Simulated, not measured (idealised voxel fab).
This is a process module. Its name is voxel gate over fins.
220 nm wide, 5 nm square cells: that's cross-section cut.
In this document a cross-section is written as a grid of square cells. It is given as a series of bands, listed from the top down, and a band is one or more rows of cells.
The band entry comprises the height of the band's top followed by the height of its bottom, expressed in nm, and subsequently the band's materials from left to right, each stated together with its width in nm. Where a single material is marked with the word "all across", that material fills the band from edge to edge. The word "blank" represents empty space.
Beneath 0, the wafer as received is one material, and that level is where height counting begins. The lowest band goes on downward without a bottom; it is written like "0 nm and below".
Quick explanation for "30->40": the width changes in equal steps down the rows of cells, from the first number in the band's top row to the second number in its bottom row.
"remains unaltered", as given for a step, is the statement that not any cell of the cross-section underwent a change during that step.
The label "Entrapped voids" introduces a list of the empty spaces, 8 cells or larger, that have no open way up to the top; each entry in it reads width x height at distance, where the distance is taken from the left edge and all three are stated in nm.
Whatever follows a step's settings on its line is a remark the simulator itself makes about that step.
Steps that use a mask can have "overlay nm" on their line. It says how far the mask sat to the right of where it was meant to be. Negative means to the left.
SO HERE'S THE LINEUP OF PROCESS STEPS WE PLANNED
| 1 | RECEIVE (material Si) |
| 2 | CONFORMAL_DEP (material SiN; thk nm 10) |
| 3 | MASKED_ETCH (tone cover; mask id FINS; width nm 15; pitch nm 35; etch materials SiN; depth nm 10; overlay nm 0) |
| 4 | MASKED_ETCH (tone cover; mask id FINS; width nm 15; pitch nm 35; etch materials Si; depth nm 30; overlay nm 0) |
| 5 | OXIDIZE (depth nm 5) |
| 6 | FILL_DEP (material SiO2; thk nm 10) |
| 7 | CMP (height nm 10) |
| 8 | SELECTIVE_ETCH (etch materials SiO2; depth nm 25) |
| 9 | STRIP (etch materials SiN) |
| 10 | CONFORMAL_DEP (material HfO2; thk nm 5) |
| 11 | CONFORMAL_DEP (material TiN; thk nm 5) |
| 12 | CONFORMAL_DEP (material TiAl; thk nm 5) |
| 13 | CONFORMAL_DEP (material TiN; thk nm 5) |
| 14 | FILL_DEP (material W; thk nm 15) |
| 15 | CMP (height nm 30) |
| 16 | CONFORMAL_DEP (material SiN; thk nm 5) |
SO THIS IS THE INCOMING WAFER IN CROSS-SECTION - IT'S ALREADY BEEN THROUGH STEP 1
0 nm and below: Si all across
Entrapped voids: none
CROSS-SECTIONAL IMAGE OF THE FIRST OF TWO WAFERS AT THE END OF THE MODULE, THE RUN HAVING PROCEEDED AS PLANNED
35 nm to 30 nm: SiN all across
30 nm to 20 nm: W all across
20 nm to 15 nm: 70 W / 80 TiN / 70 W
15 nm to 10 nm: 70 W / 5 TiN / 70 TiAl / 5 TiN / 70 W
10 nm to 5 nm: 70 W / 5 TiN / 5 TiAl / 25 TiN / 10 TiAl / 25 TiN / 5 TiAl / 5 TiN / 70 W
5 nm to 0 nm: 75 TiN / 5 TiAl / 5 TiN / 15 HfO2 / 5 TiN / 10 TiAl / 5 TiN / 15 HfO2 / 5 TiN / 5 TiAl / 75 TiN
0 nm to -5 nm: 80 TiAl / 5 TiN / 5 HfO2 / 5 Si / 5 HfO2 / 5 TiN / 10 TiAl / 5 TiN / 5 HfO2 / 5 Si / 5 HfO2 / 5 TiN / 80 TiAl
-5 nm to -10 nm: 85 TiN / 5 HfO2 / 5 Si / 5 HfO2 / 20 TiN / 5 HfO2 / 5 Si / 5 HfO2 / 85 TiN
-10 nm to -15 nm: 90 HfO2 / 5 Si / 30 HfO2 / 5 Si / 90 HfO2
-15 nm to -35 nm: 90 SiO2 / 5 Si / 30 SiO2 / 5 Si / 90 SiO2
-35 nm and below: Si all across
Entrapped voids: none
HERE IS THE SECOND OF THE TWO WAFERS CUT OPEN AT THE END OF THE MODULE - SAME START, SAME PLAN AS THE FIRST ONE, BUT WE MADE ONE MISTAKE RUNNING IT
35 nm to 30 nm: SiN all across
30 nm to 20 nm: W all across
20 nm to 15 nm: TiN all across
15 nm to 10 nm: TiAl all across
10 nm to 5 nm: 90 TiN / 5 TiAl / 30 TiN / 5 TiAl / 90 TiN
5 nm to 0 nm: 85 HfO2 / 15 TiN / 20 HfO2 / 15 TiN / 85 HfO2
0 nm to -5 nm: 80 Si / 25 HfO2 / 10 Si / 25 HfO2 / 80 Si
-5 nm and below: Si all across
Entrapped voids: none
Run error: step 3 deviated from plan and actually ran as MASKED_ETCH (tone open; mask id FINS; width nm 15; pitch nm 35; etch materials SiN; depth nm 10; overlay nm 0)
The second wafer ends with more or fewer cells of some materials than the first, per final count: 8 fewer of HfO2; 284 more of Si; 168 fewer of SiO2; 10 fewer of TiAl; 14 fewer of TiN; 84 fewer of W
